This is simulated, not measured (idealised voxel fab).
Documented hereafter: the process module known as voxel released beams.
155 nm wide, 5 nm square cells: that's cross-section cut.
Format of a cross-section: grid, square cells. Given as bands. Order: top down. Band: one or more rows of cells. Look at the band entry: it leads with the top's height and the bottom's height in nm. Then it lists the materials left to right, with a width in nm for each. The word "full width" on a single material says that material fills the band edge to edge. The word "empty" is empty space. Zero point of the height axis is 0; under it, received wafer = one material. Lowest band: continues down indefinitely, "z 0 and below". Per-row width for "30->40": begins at first number (top row of band), ends at second number (bottom row), increment between rows held constant. Key: "remained the same" - step with no changed cell in the cross-section. Entry "Sealed void inventory" = empty spaces >= 8 cells with no open way to the top; each as width x height at distance, distance from left edge, all nm. Where a step's line continues beyond its settings, the continuation is a remark by the simulator itself on that step. The line of a step may include "overlay nm". On a step with a mask, this value is how far to the right of its planned place the mask lay. A negative value means the mask lay to the left.
[Here's what the planned process steps look like]
- 1: RECEIVE,material Si
- 2: CONFORMAL_DEP,material Al2O3,thk nm 5
- 3: DIRECTIONAL_DEP,material SiO2,thk nm 10
- 4: DIRECTIONAL_DEP,material aC,thk nm 15
- 5: PATTERN,tone open,mask id ANCHOR,material resist,width nm 40,thk nm 35,overlay nm -15
- 6: DIRECTIONAL_ETCH,etch materials aC,depth nm 15
- 7: STRIP,etch materials resist
- 8: DIRECTIONAL_ETCH,etch materials SiO2,depth nm 10
- 9: STRIP,etch materials aC
- 10: CONFORMAL_DEP,material SiN,thk nm 15
- 11: MASKED_ETCH,tone cover,mask id BEAM,width nm 100,etch materials SiN,depth nm 15,overlay nm 0
- 12: STRIP,etch materials SiO2
Quick note for whoever runs this: the wafers start identical, but the overlay nm at step 5 isn't the same across them. The plan just shows what the first wafer had.
[Step 1 complete: as-received cross-section of the first of several wafers]
> z 0 and below | Si full width
> Sealed void inventory: none
[Cross-section of the first of several wafers, taken after step 12, where the module ends]
> z 30 to 20 | 25 of empty; 5 of SiN; 10 of empty; 85 of SiN; 30 of empty
> z 20 to 15 | 25 of empty; 100 of SiN; 30 of empty
> z 15 to 5 | 15 of empty; 40 of SiN; 100 of empty
> z 5 to 0 | Al2O3 full width
> z 0 and below | Si full width
> Sealed void inventory: none
[Module end, final wafer: cross-section]
> z 30 to 20 | 25 of empty; 35 of SiN; 10 of empty; 55 of SiN; 30 of empty
> z 20 to 15 | 25 of empty; 100 of SiN; 30 of empty
> z 15 to 5 | 45 of empty; 40 of SiN; 70 of empty
> z 5 to 0 | Al2O3 full width
> z 0 and below | Si full width
> Sealed void inventory: none
[Per wafer, end of module: cells gained (+) or lost (-) per material since receipt, then closed voids]
overlay nm -15; +31 Al2O3; +72 SiN; Sealed void inventory: none
overlay nm -10; +31 Al2O3; +72 SiN; Sealed void inventory: none
overlay nm -5; +31 Al2O3; +72 SiN; Sealed void inventory: none
overlay nm 0; +31 Al2O3; +72 SiN; Sealed void inventory: none
overlay nm 5; +31 Al2O3; +72 SiN; Sealed void inventory: none
overlay nm 10; +31 Al2O3; +72 SiN; Sealed void inventory: none
overlay nm 15; +31 Al2O3; +72 SiN; Sealed void inventory: none
